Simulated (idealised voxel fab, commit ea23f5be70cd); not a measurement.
The name of this process module is voxel capacitor over wiring.
Section cut is 215 nm wide and gridded with 5 nm square cells.
Cross-section format: a grid of square cells, given as bands from top to bottom; each band is one or more rows of cells.
Look at the band entry: it leads with the top's height and the bottom's height in nm. Then it lists the materials left to right, with a width in nm for each. The word "edge to edge" on a single material says that material fills the band edge to edge. The word "blank" is empty space.
Ref level 0: as-received wafer is one material below here. Bottom band extends down with no lower bound ("top 0, no bottom").
Graded width ("30->40"): value in top row of band = first number; value in bottom row = second number; row-to-row change constant.
Step note "no change occurred" = no cross-section cell changed.
The label "Enclosed void entries" introduces a list of the empty spaces, 8 cells or larger, that have no open way up to the top; each entry in it reads width x height at distance, where the distance is taken from the left edge and all three are stated in nm.
Formally, on a step line, whatever follows the settings is a remark that the simulator itself makes on the step.
"overlay nm" answers the question of how far to the right of plan the mask lay on a step that has a mask, and when it is negative the answer is to the left.

These are the steps we planned for the process
1,RECEIVE, material Si
2,CONFORMAL_DEP, material SiO2, thk nm 15
3,DIRECTIONAL_DEP, material TiN, thk nm 5
4,DIRECTIONAL_DEP, material W, thk nm 20
5,MASKED_ETCH, tone cover, mask id METAL_1, width nm 20, pitch nm 90, etch materials W, depth nm 20, overlay nm 0
6,MASKED_ETCH, tone cover, mask id METAL_1, width nm 20, pitch nm 90, etch materials TiN, depth nm 5, overlay nm 0
7,FILL_DEP, material SiO2, thk nm 10
8,CMP, height nm 40
9,CONFORMAL_DEP, material SiCN, thk nm 5
10,DIRECTIONAL_DEP, material SiO2, thk nm 15
11,MASKED_ETCH, tone open, mask id PLUG_1, width nm 15, etch materials SiO2, depth nm 15, overlay nm 0
12,MASKED_ETCH, tone open, mask id PLUG_1, width nm 15, etch materials SiCN, depth nm 5, overlay nm 0
13,CONFORMAL_DEP, material TiN, thk nm 5
14,FILL_DEP, material Ru, thk nm 5
15,CMP, height nm 60
16,DIRECTIONAL_DEP, material TiN, thk nm 5
17,DIRECTIONAL_DEP, material HfO2, thk nm 5
18,DIRECTIONAL_DEP, material TiN, thk nm 5
19,PATTERN, tone cover, mask id UPPER_PLATE, material resist, width nm 75, thk nm 20, overlay nm 0
20,DIRECTIONAL_ETCH, etch materials TiN, depth nm 5
21,DIRECTIONAL_ETCH, etch materials HfO2, depth nm 5
22,STRIP, etch materials resist
23,MASKED_ETCH, tone cover, mask id LOWER_PLATE, width nm 85, etch materials TiN, depth nm 5, overlay nm 0
24,FILL_DEP, material SiO2, thk nm 15
25,CMP, height nm 85
26,MASKED_ETCH, tone open, mask id PLUG_2, width nm 15, etch materials SiO2, depth nm 10, overlay nm 0
27,CONFORMAL_DEP, material TiN, thk nm 5
28,FILL_DEP, material W, thk nm 10
29,CMP, height nm 85
30,CONFORMAL_DEP, material SiN, thk nm 5

The first of the two wafers, which ran as planned

As-received wafer cross-section (after step 1)
	top 0, no bottom  Si edge to edge
	Enclosed void entries: none

Step 2 complete: cross-section through the wafer
	top 15, bottom 0  SiO2 edge to edge
	Whatever lies below 0 is exactly as it was before.

Step 3 complete: cross-section through the wafer
	top 20, bottom 15  TiN edge to edge
	Whatever lies below 15 is exactly as it was before.

Step 4 complete: cross-section through the wafer
	top 40, bottom 20  W edge to edge
	Whatever lies below 20 is exactly as it was before.

Step 5 complete: cross-section through the wafer
	top 40, bottom 20  blank=50 | W=20 | blank=70 | W=20 | blank=55
	Whatever lies below 20 is exactly as it was before.

Step 6 complete: cross-section through the wafer
	top 40, bottom 20  blank=50 | W=20 | blank=70 | W=20 | blank=55
	top 20, bottom 15  blank=50 | TiN=20 | blank=70 | TiN=20 | blank=55
	Whatever lies below 15 is exactly as it was before.

Step 7 complete: cross-section through the wafer
	top 50, bottom 40  SiO2 edge to edge
	top 40, bottom 20  SiO2=50 | W=20 | SiO2=70 | W=20 | SiO2=55
	top 20, bottom 15  SiO2=50 | TiN=20 | SiO2=70 | TiN=20 | SiO2=55
	Whatever lies below 15 is exactly as it was before.

Step 8 complete: cross-section through the wafer
	top 40, bottom 20  SiO2=50 | W=20 | SiO2=70 | W=20 | SiO2=55
	Whatever lies below 20 is exactly as it was before.

Step 9 complete: cross-section through the wafer
	top 45, bottom 40  SiCN edge to edge
	Whatever lies below 40 is exactly as it was before.

Step 10 complete: cross-section through the wafer
	top 60, bottom 45  SiO2 edge to edge
	Whatever lies below 45 is exactly as it was before.

Step 11 complete: cross-section through the wafer
	top 60, bottom 45  SiO2=55 | blank=15 | SiO2=145
	Whatever lies below 45 is exactly as it was before.

Step 12 complete: cross-section through the wafer
	top 60, bottom 45  SiO2=55 | blank=15 | SiO2=145
	top 45, bottom 40  SiCN=55 | blank=15 | SiCN=145
	Whatever lies below 40 is exactly as it was before.

Step 13 complete: cross-section through the wafer
	top 65, bottom 60  TiN=60 | blank=5 | TiN=150
	top 60, bottom 45  SiO2=55 | TiN=5 | blank=5 | TiN=5 | SiO2=145
	top 45, bottom 40  SiCN=55 | TiN=15 | SiCN=145
	Whatever lies below 40 is exactly as it was before.

Step 14 complete: cross-section through the wafer
	top 70, bottom 65  Ru edge to edge
	top 65, bottom 60  TiN=60 | Ru=5 | TiN=150
	top 60, bottom 45  SiO2=55 | TiN=5 | Ru=5 | TiN=5 | SiO2=145
	Whatever lies below 45 is exactly as it was before.

Step 15 complete: cross-section through the wafer
	top 60, bottom 45  SiO2=55 | TiN=5 | Ru=5 | TiN=5 | SiO2=145
	Whatever lies below 45 is exactly as it was before.

Step 16 complete: cross-section through the wafer
	top 65, bottom 60  TiN edge to edge
	Whatever lies below 60 is exactly as it was before.

Step 17 complete: cross-section through the wafer
	top 70, bottom 65  HfO2 edge to edge
	Whatever lies below 65 is exactly as it was before.

Step 18 complete: cross-section through the wafer
	top 75, bottom 70  TiN edge to edge
	Whatever lies below 70 is exactly as it was before.

Step 19 complete: cross-section through the wafer
	top 95, bottom 75  blank=55 | resist=75 | blank=85
	Whatever lies below 75 is exactly as it was before.

Step 20 complete: cross-section through the wafer
	top 95, bottom 75  blank=55 | resist=75 | blank=85
	top 75, bottom 70  blank=55 | TiN=75 | blank=85
	Whatever lies below 70 is exactly as it was before.

Step 21 complete: cross-section through the wafer
	top 95, bottom 75  blank=55 | resist=75 | blank=85
	top 75, bottom 70  blank=55 | TiN=75 | blank=85
	top 70, bottom 65  blank=55 | HfO2=75 | blank=85
	Whatever lies below 65 is exactly as it was before.

Step 22 complete: cross-section through the wafer
	top 75, bottom 70  blank=55 | TiN=75 | blank=85
	Whatever lies below 70 is exactly as it was before.

Step 23 complete: cross-section through the wafer
	top 75, bottom 70  blank=55 | TiN=75 | blank=85
	top 70, bottom 65  blank=55 | HfO2=75 | blank=85
	top 65, bottom 60  blank=50 | TiN=85 | blank=80
	Whatever lies below 60 is exactly as it was before.

Step 24 complete: cross-section through the wafer
	top 90, bottom 75  SiO2 edge to edge
	top 75, bottom 70  SiO2=55 | TiN=75 | SiO2=85
	top 70, bottom 65  SiO2=55 | HfO2=75 | SiO2=85
	top 65, bottom 60  SiO2=50 | TiN=85 | SiO2=80
	Whatever lies below 60 is exactly as it was before.

Step 25 complete: cross-section through the wafer
	top 85, bottom 75  SiO2 edge to edge
	Whatever lies below 75 is exactly as it was before.

Step 26 complete: cross-section through the wafer
	top 85, bottom 75  SiO2=65 | blank=15 | SiO2=135
	Whatever lies below 75 is exactly as it was before.

Step 27 complete: cross-section through the wafer
	top 90, bottom 85  TiN=70 | blank=5 | TiN=140
	top 85, bottom 80  SiO2=65 | TiN=5 | blank=5 | TiN=5 | SiO2=135
	top 80, bottom 70  SiO2=65->55 | TiN=15->75 | SiO2=135->85
	Whatever lies below 70 is exactly as it was before.

Step 28 complete: cross-section through the wafer
	top 100, bottom 90  W edge to edge
	top 90, bottom 85  TiN=70 | W=5 | TiN=140
	top 85, bottom 80  SiO2=65 | TiN=5 | W=5 | TiN=5 | SiO2=135
	Whatever lies below 80 is exactly as it was before.

Step 29 complete: cross-section through the wafer
	top 85, bottom 80  SiO2=65 | TiN=5 | W=5 | TiN=5 | SiO2=135
	Whatever lies below 80 is exactly as it was before.

Step 30 complete: cross-section through the wafer
	top 90, bottom 85  SiN edge to edge
	Whatever lies below 85 is exactly as it was before.

Wafer two of two - same starting point, same process plan, one mistake in execution; matches wafer one up to and including step 29

Second wafer at the planned finish of step 30, seen in cross-section
	top 90, bottom 85  HfO2 edge to edge
	Whatever lies below 85 is exactly as it was before.
Against the plan, the run slipped here: step 30 did not happen as planned, as run it was CONFORMAL_DEP, material HfO2, thk nm 5
Per the end-of-run cell counts, the second wafer holds more or fewer of some materials than the first: 43 more of HfO2, 43 fewer of SiN
